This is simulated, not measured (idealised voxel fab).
process module | voxel self aligned contacts
cross-section cut | 300 nm wide | cells 5 nm
A cross-section is a grid of square cells, given in bands from the top down. A band is one or more rows of cells.
Each band's line starts with the height of the band's top and of its bottom, in nm. Then come its materials from left to right, each with its width in nm. One material with "throughout" fills the band from edge to edge. "air" is empty space.
Height 0 is the level under which the wafer as received is all one material. The lowest band goes on downwards, as in "0 down".
A width such as "30 to 40" changes by the same amount from each row of cells to the next, from the band's top row to its bottom row.
"no change" after a step means that no cell of the cross-section changed.
closed voids: empty space of 8 cells or more with no open way to the top, each as width x height at its distance from the left edge, in nm
after a step's settings: what the simulator itself notes on the step
overlay nm, on a step with a mask: how far to the right of its planned place the mask lay; to the left if negative
plan
1 op RECEIVE | material Si
2 op OXIDIZE | depth nm 5
3 op DIRECTIONAL_DEP | material polySi | thk nm 25
4 op DIRECTIONAL_DEP | material SiN | thk nm 25
5 op PATTERN | tone cover | mask id GATE | material resist | width nm 25 | pitch nm 65 | thk nm 15 | overlay nm 0
6 op DIRECTIONAL_ETCH | etch materials SiN | depth nm 25
7 op DIRECTIONAL_ETCH | etch materials polySi | depth nm 25
8 op STRIP | etch materials resist
9 op CONFORMAL_DEP | material SiN | thk nm 10
10 op DIRECTIONAL_ETCH | etch materials SiN | depth nm 10
11 op FILL_DEP | material SiO2 | thk nm 15
12 op CMP | height nm 60
13 op MASKED_ETCH | tone open | mask id CONTACT | width nm 50 | etch materials SiO2 | depth nm 65 | overlay nm 0
14 op CONFORMAL_DEP | material TiN | thk nm 5
15 op FILL_DEP | material Ru | thk nm 5
16 op CMP | height nm 60
17 op CONFORMAL_DEP | material SiCN | thk nm 5
first wafer, as planned
as received, after step 1
  0 down: Si throughout
  closed voids: none
after step 2
  0 to -5: SiO2 throughout
  below -5: unchanged
after step 3
  25 to 0: polySi throughout
  below 0: unchanged
after step 4
  50 to 25: SiN throughout
  below 25: unchanged
after step 5
  65 to 50: air 105 | resist 25 | air 40 | resist 25 | air 105
  below 50: unchanged
after step 6
  65 to 50: air 105 | resist 25 | air 40 | resist 25 | air 105
  50 to 25: air 105 | SiN 25 | air 40 | SiN 25 | air 105
  below 25: unchanged
after step 7
  65 to 50: air 105 | resist 25 | air 40 | resist 25 | air 105
  50 to 25: air 105 | SiN 25 | air 40 | SiN 25 | air 105
  25 to 0: air 105 | polySi 25 | air 40 | polySi 25 | air 105
  below 0: unchanged
after step 8
  50 to 25: air 105 | SiN 25 | air 40 | SiN 25 | air 105
  below 25: unchanged
after step 9
  60 to 25: air 95 | SiN 45 | air 20 | SiN 45 | air 95
  25 to 10: air 95 | SiN 10 | polySi 25 | SiN 10 | air 20 | SiN 10 | polySi 25 | SiN 10 | air 95
  10 to 0: SiN 105 | polySi 25 | SiN 40 | polySi 25 | SiN 105
  below 0: unchanged
after step 10
  50 to 25: air 95 | SiN 45 | air 20 | SiN 45 | air 95
  25 to 0: air 95 | SiN 10 | polySi 25 | SiN 10 | air 20 | SiN 10 | polySi 25 | SiN 10 | air 95
  below 0: unchanged
after step 11
  65 to 50: SiO2 throughout
  50 to 25: SiO2 95 | SiN 45 | SiO2 20 | SiN 45 | SiO2 95
  25 to 0: SiO2 95 | SiN 10 | polySi 25 | SiN 10 | SiO2 20 | SiN 10 | polySi 25 | SiN 10 | SiO2 95
  below 0: unchanged
after step 12
  60 to 50: SiO2 throughout
  below 50: unchanged
after step 13
  60 to 50: SiO2 125 | air 50 | SiO2 125
  50 to 25: SiO2 95 | SiN 45 | air 20 | SiN 45 | SiO2 95
  25 to 0: SiO2 95 | SiN 10 | polySi 25 | SiN 10 | air 20 | SiN 10 | polySi 25 | SiN 10 | SiO2 95
  0 to -5: SiO2 140 | air 20 | SiO2 140
  below -5: unchanged
after step 14
  65 to 60: TiN 130 | air 40 | TiN 130
  60 to 50: SiO2 125 | TiN 5 to 20 | air 40 to 10 | TiN 5 to 20 | SiO2 125
  50 to 25: SiO2 95 | SiN 45 | TiN 5 | air 10 | TiN 5 | SiN 45 | SiO2 95
  25 to 0: SiO2 95 | SiN 10 | polySi 25 | SiN 10 | TiN 5 | air 10 | TiN 5 | SiN 10 | polySi 25 | SiN 10 | SiO2 95
  0 to -5: SiO2 140 | TiN 20 | SiO2 140
  below -5: unchanged
after step 15
  70 to 65: Ru throughout
  65 to 60: TiN 130 | Ru 40 | TiN 130
  60 to 50: SiO2 125 | TiN 5 to 20 | Ru 40 to 10 | TiN 5 to 20 | SiO2 125
  50 to 25: SiO2 95 | SiN 45 | TiN 5 | Ru 10 | TiN 5 | SiN 45 | SiO2 95
  25 to 0: SiO2 95 | SiN 10 | polySi 25 | SiN 10 | TiN 5 | Ru 10 | TiN 5 | SiN 10 | polySi 25 | SiN 10 | SiO2 95
  below 0: unchanged
after step 16
  60 to 50: SiO2 125 | TiN 5 to 20 | Ru 40 to 10 | TiN 5 to 20 | SiO2 125
  below 50: unchanged
after step 17
  65 to 60: SiCN throughout
  below 60: unchanged
second wafer: like start, like plan, one mistake. Through step 1 it matches the first wafer
when step 2 should have ended: no change
when step 3 should have ended
  25 to 0: polySi throughout
  below 0: unchanged
when step 4 should have ended
  50 to 25: SiN throughout
  below 25: unchanged
when step 5 should have ended
  65 to 50: air 105 | resist 25 | air 40 | resist 25 | air 105
  below 50: unchanged
when step 6 should have ended
  65 to 50: air 105 | resist 25 | air 40 | resist 25 | air 105
  50 to 25: air 105 | SiN 25 | air 40 | SiN 25 | air 105
  below 25: unchanged
when step 7 should have ended
  65 to 50: air 105 | resist 25 | air 40 | resist 25 | air 105
  50 to 25: air 105 | SiN 25 | air 40 | SiN 25 | air 105
  25 to 0: air 105 | polySi 25 | air 40 | polySi 25 | air 105
  below 0: unchanged
when step 8 should have ended
  50 to 25: air 105 | SiN 25 | air 40 | SiN 25 | air 105
  below 25: unchanged
when step 9 should have ended
  60 to 25: air 95 | SiN 45 | air 20 | SiN 45 | air 95
  25 to 10: air 95 | SiN 10 | polySi 25 | SiN 10 | air 20 | SiN 10 | polySi 25 | SiN 10 | air 95
  10 to 0: SiN 105 | polySi 25 | SiN 40 | polySi 25 | SiN 105
  below 0: unchanged
when step 10 should have ended
  50 to 25: air 95 | SiN 45 | air 20 | SiN 45 | air 95
  25 to 0: air 95 | SiN 10 | polySi 25 | SiN 10 | air 20 | SiN 10 | polySi 25 | SiN 10 | air 95
  below 0: unchanged
when step 11 should have ended
  65 to 50: SiO2 throughout
  50 to 25: SiO2 95 | SiN 45 | SiO2 20 | SiN 45 | SiO2 95
  25 to 0: SiO2 95 | SiN 10 | polySi 25 | SiN 10 | SiO2 20 | SiN 10 | polySi 25 | SiN 10 | SiO2 95
  below 0: unchanged
when step 12 should have ended
  60 to 50: SiO2 throughout
  below 50: unchanged
when step 13 should have ended
  60 to 50: SiO2 125 | air 50 | SiO2 125
  50 to 25: SiO2 95 | SiN 45 | air 20 | SiN 45 | SiO2 95
  25 to 0: SiO2 95 | SiN 10 | polySi 25 | SiN 10 | air 20 | SiN 10 | polySi 25 | SiN 10 | SiO2 95
  below 0: unchanged
when step 14 should have ended
  65 to 60: TiN 130 | air 40 | TiN 130
  60 to 50: SiO2 125 | TiN 5 to 20 | air 40 to 10 | TiN 5 to 20 | SiO2 125
  50 to 25: SiO2 95 | SiN 45 | TiN 5 | air 10 | TiN 5 | SiN 45 | SiO2 95
  25 to 5: SiO2 95 | SiN 10 | polySi 25 | SiN 10 | TiN 5 | air 10 | TiN 5 | SiN 10 | polySi 25 | SiN 10 | SiO2 95
  5 to 0: SiO2 95 | SiN 10 | polySi 25 | SiN 10 | TiN 20 | SiN 10 | polySi 25 | SiN 10 | SiO2 95
  below 0: unchanged
when step 15 should have ended
  70 to 65: Ru throughout
  65 to 60: TiN 130 | Ru 40 | TiN 130
  60 to 50: SiO2 125 | TiN 5 to 20 | Ru 40 to 10 | TiN 5 to 20 | SiO2 125
  50 to 25: SiO2 95 | SiN 45 | TiN 5 | Ru 10 | TiN 5 | SiN 45 | SiO2 95
  25 to 5: SiO2 95 | SiN 10 | polySi 25 | SiN 10 | TiN 5 | Ru 10 | TiN 5 | SiN 10 | polySi 25 | SiN 10 | SiO2 95
  below 5: unchanged
when step 16 should have ended
  60 to 50: SiO2 125 | TiN 5 to 20 | Ru 40 to 10 | TiN 5 to 20 | SiO2 125
  below 50: unchanged
when step 17 should have ended
  65 to 60: SiCN throughout
  below 60: unchanged
what went wrong: step 2 was left out
at the end the second wafer has, in cells: 2 fewer of Ru | 60 more of Si | 56 fewer of SiO2 | 2 fewer of TiN
